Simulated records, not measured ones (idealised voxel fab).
Process module under the name voxel transistor to metal
Each square cell in cross-section cut measures 5 nm, and the section as a whole is 285 nm wide.
We lay out every cross-section as a grid of square cells and spell it out in bands from the top down, where one band means one or more rows of cells. First you get the band's top height and its bottom height, in nm, and then the materials it's made of, left to right, with each width in nm. If you see a single material with "everywhere", that one covers the band edge to edge. "empty" is empty space. Beneath 0, the wafer as received is one material, and that level is where height counting begins. The lowest band goes on downward without a bottom; it is written like "0 and below". Width "30 to 40": first value at the band's top row of cells, second value at its bottom row, equal change from row to row. For the purposes of this document, the phrase "remained the same" attached to a step denotes that no cell within the cross-section was modified by that step. Each empty space that has no open way to the top and spans at least 8 cells appears under "Closed voids list" as width x height at distance, the distance counted from the left edge, all in nm. after a step's settings: what the simulator itself notes on the step. Steps that use a mask can have "overlay nm" on their line. It says how far the mask sat to the right of where it was meant to be. Negative means to the left.

**Planned process steps**
1: RECEIVE: material Si
2: OXIDIZE: depth nm 5
3: CONFORMAL_DEP: material SiN, thk nm 15
4: DIRECTIONAL_DEP: material aC, thk nm 10
5: PATTERN: tone cover, mask id ACTIVE, material resist, width nm 105, pitch nm 130, thk nm 30, overlay nm 0
6: DIRECTIONAL_ETCH: etch materials aC, depth nm 10
7: STRIP: etch materials resist
8: DIRECTIONAL_ETCH: etch materials SiN, depth nm 15
9: DIRECTIONAL_ETCH: etch materials SiO2, depth nm 5
10: DIRECTIONAL_ETCH: etch materials Si, depth nm 25
11: STRIP: etch materials aC
12: FILL_DEP: material SiO2, thk nm 15
13: CMP: height nm 15
14: SELECTIVE_ETCH: etch materials SiO2, depth nm 5
15: STRIP: etch materials SiN
16: SELECTIVE_ETCH: etch materials SiO2, depth nm 5
17: OXIDIZE: depth nm 5
18: DIRECTIONAL_DEP: material polySi, thk nm 30
19: DIRECTIONAL_DEP: material SiCN, thk nm 15
20: MASKED_ETCH: tone cover, mask id GATE, width nm 35, pitch nm 130, etch materials SiCN, depth nm 25, overlay nm 0
21: MASKED_ETCH: tone cover, mask id GATE, width nm 35, pitch nm 130, etch materials polySi, depth nm 40, overlay nm 0
22: CONFORMAL_DEP: material SiN, thk nm 10
23: DIRECTIONAL_ETCH: etch materials SiN, depth nm 10
24: DIRECTIONAL_ETCH: etch materials SiO2, depth nm 5
25: DIRECTIONAL_ETCH: etch materials Si, depth nm 15
26: EPI: material SiGe, thk nm 20
27: FILL_DEP: material SiO2, thk nm 10
28: CMP: height nm 25
29: STRIP: etch materials polySi
30: SELECTIVE_ETCH: etch materials SiO2, depth nm 5
31: CONFORMAL_DEP: material HfO2, thk nm 5
32: CONFORMAL_DEP: material TiN, thk nm 5
33: FILL_DEP: material W, thk nm 5
34: CMP: height nm 20
35: DIRECTIONAL_DEP: material SiO2, thk nm 10
36: PATTERN: tone open, mask id CONTACT, material resist, width nm 15, thk nm 15, overlay nm 0
37: DIRECTIONAL_ETCH: etch materials SiO2, depth nm 20
38: STRIP: etch materials resist
39: CONFORMAL_DEP: material TiN, thk nm 5
40: FILL_DEP: material Ru, thk nm 10
41: CMP: height nm 30
42: DIRECTIONAL_DEP: material TiN, thk nm 5
43: DIRECTIONAL_DEP: material W, thk nm 15
44: DIRECTIONAL_DEP: material aC, thk nm 15
45: PATTERN: tone cover, mask id METAL_1, material resist, width nm 15, thk nm 30, overlay nm 0
46: DIRECTIONAL_ETCH: etch materials aC, depth nm 15
47: STRIP: etch materials resist
48: DIRECTIONAL_ETCH: etch materials W, depth nm 15
49: DIRECTIONAL_ETCH: etch materials TiN, depth nm 5
50: STRIP: etch materials aC
51: FILL_DEP: material SiO2, thk nm 5
52: CMP: height nm 50
53: CONFORMAL_DEP: material SiCN, thk nm 5
54: DIRECTIONAL_DEP: material lowk, thk nm 25
55: MASKED_ETCH: tone open, mask id METAL_2, width nm 15, pitch nm 130, etch materials lowk, depth nm 15, overlay nm 0
56: DIRECTIONAL_DEP: material aC, thk nm 15
57: PATTERN: tone open, mask id METAL_2_HOLES, material resist, width nm 15, pitch nm 130, thk nm 30, overlay nm 0
58: DIRECTIONAL_ETCH: etch materials aC, depth nm 15
59: STRIP: etch materials resist
60: DIRECTIONAL_ETCH: etch materials lowk, depth nm 10
61: DIRECTIONAL_ETCH: etch materials SiCN, depth nm 5
62: STRIP: etch materials aC
63: CONFORMAL_DEP: material TiN, thk nm 5
64: FILL_DEP: material Cu, thk nm 5
65: CMP: height nm 80
66: CONFORMAL_DEP: material SiCN, thk nm 5

**as received, after step 1**
    0 and below | Si everywhere
    Closed voids list: none

**Cross-section, end of module. Start: as above. Plan: as above. Execution: one mistake**
    85 down to 80 | SiCN everywhere
    80 down to 55 | lowk (30)  TiN (5)  Cu (5)  TiN (5)  lowk (115)  TiN (5)  Cu (5)  TiN (5)  lowk (110)
    55 down to 50 | SiCN (30)  TiN (15)  SiCN (115)  TiN (15)  SiCN (110)
    50 down to 35 | SiO2 (30)  W (15)  SiO2 (65)  W (15)  SiO2 (35)  W (15)  SiO2 (65)  W (15)  SiO2 (30)
    35 down to 30 | SiO2 (30)  TiN (15)  SiO2 (65)  TiN (15)  SiO2 (35)  TiN (15)  SiO2 (65)  TiN (15)  SiO2 (30)
    30 down to 20 | SiO2 (30)  TiN (5)  Ru (5)  TiN (5)  SiO2 (65)  TiN (5)  Ru (5)  TiN (5)  SiO2 (35)  TiN (5)  Ru (5)  TiN (5)  SiO2 (65)  TiN (5)  Ru (5)  TiN (5)  SiO2 (30)
    20 down to 15 | SiO2 (30)  TiN (5)  Ru (5)  TiN (5)  SiO2 (5)  SiN (10)  HfO2 (5)  TiN (5)  W (15)  TiN (5)  HfO2 (5)  SiN (10)  SiO2 (5)  TiN (5)  Ru (5)  TiN (5)  SiO2 (35)  TiN (5)  Ru (5)  TiN (5)  SiO2 (5)  SiN (10)  HfO2 (5)  TiN (5)  W (15)  TiN (5)  HfO2 (5)  SiN (10)  SiO2 (5)  TiN (5)  Ru (5)  TiN (5)  SiO2 (30)
    15 down to 10 | SiO2 (30)  TiN (15)  SiO2 (5)  SiN (10)  HfO2 (5)  TiN (5)  W (15)  TiN (5)  HfO2 (5)  SiN (10)  SiO2 (5)  TiN (15)  SiO2 (35)  TiN (15)  SiO2 (5)  SiN (10)  HfO2 (5)  TiN (5)  W (15)  TiN (5)  HfO2 (5)  SiN (10)  SiO2 (5)  TiN (15)  SiO2 (30)
    10 down to 5 | SiO2 (25)  SiGe (25)  SiN (10)  HfO2 (5)  TiN (5)  W (15)  TiN (5)  HfO2 (5)  SiN (10)  SiGe (25)  SiO2 (25)  SiGe (25)  SiN (10)  HfO2 (5)  TiN (5)  W (15)  TiN (5)  HfO2 (5)  SiN (10)  SiGe (25)  SiO2 (25)
    5 down to 0 | SiO2 (20)  SiN (10)  SiGe (20)  SiN (10)  HfO2 (5)  TiN (5)  W (15)  TiN (5)  HfO2 (5)  SiN (10)  SiGe (20)  SiN (10)  SiO2 (15)  SiN (10)  SiGe (20)  SiN (10)  HfO2 (5)  TiN (5)  W (15)  TiN (5)  HfO2 (5)  SiN (10)  SiGe (20)  SiN (10)  SiO2 (20)
    0 down to -5 | SiO2 (20)  SiN (10)  SiGe (20)  SiN (10)  HfO2 (5)  TiN (25)  HfO2 (5)  SiN (10)  SiGe (20)  SiN (10)  SiO2 (15)  SiN (10)  SiGe (20)  SiN (10)  HfO2 (5)  TiN (25)  HfO2 (5)  SiN (10)  SiGe (20)  SiN (10)  SiO2 (20)
    -5 down to -10 | SiO2 (30)  SiGe (20)  SiO2 (5)  HfO2 (45)  SiO2 (5)  SiGe (20)  SiO2 (35)  SiGe (20)  SiO2 (5)  HfO2 (45)  SiO2 (5)  SiGe (20)  SiO2 (30)
    -10 down to -30 | SiO2 (25)  Si (5)  SiGe (20)  Si (55)  SiGe (20)  Si (5)  SiO2 (25)  Si (5)  SiGe (20)  Si (55)  SiGe (20)  Si (5)  SiO2 (25)
    -30 down to -40 | Si (30)  SiGe (20)  Si (55)  SiGe (20)  Si (35)  SiGe (20)  Si (55)  SiGe (20)  Si (30)
    -40 and below | Si everywhere
    Closed voids list: none
Error vs. plan: the plan had its step 25 run twice
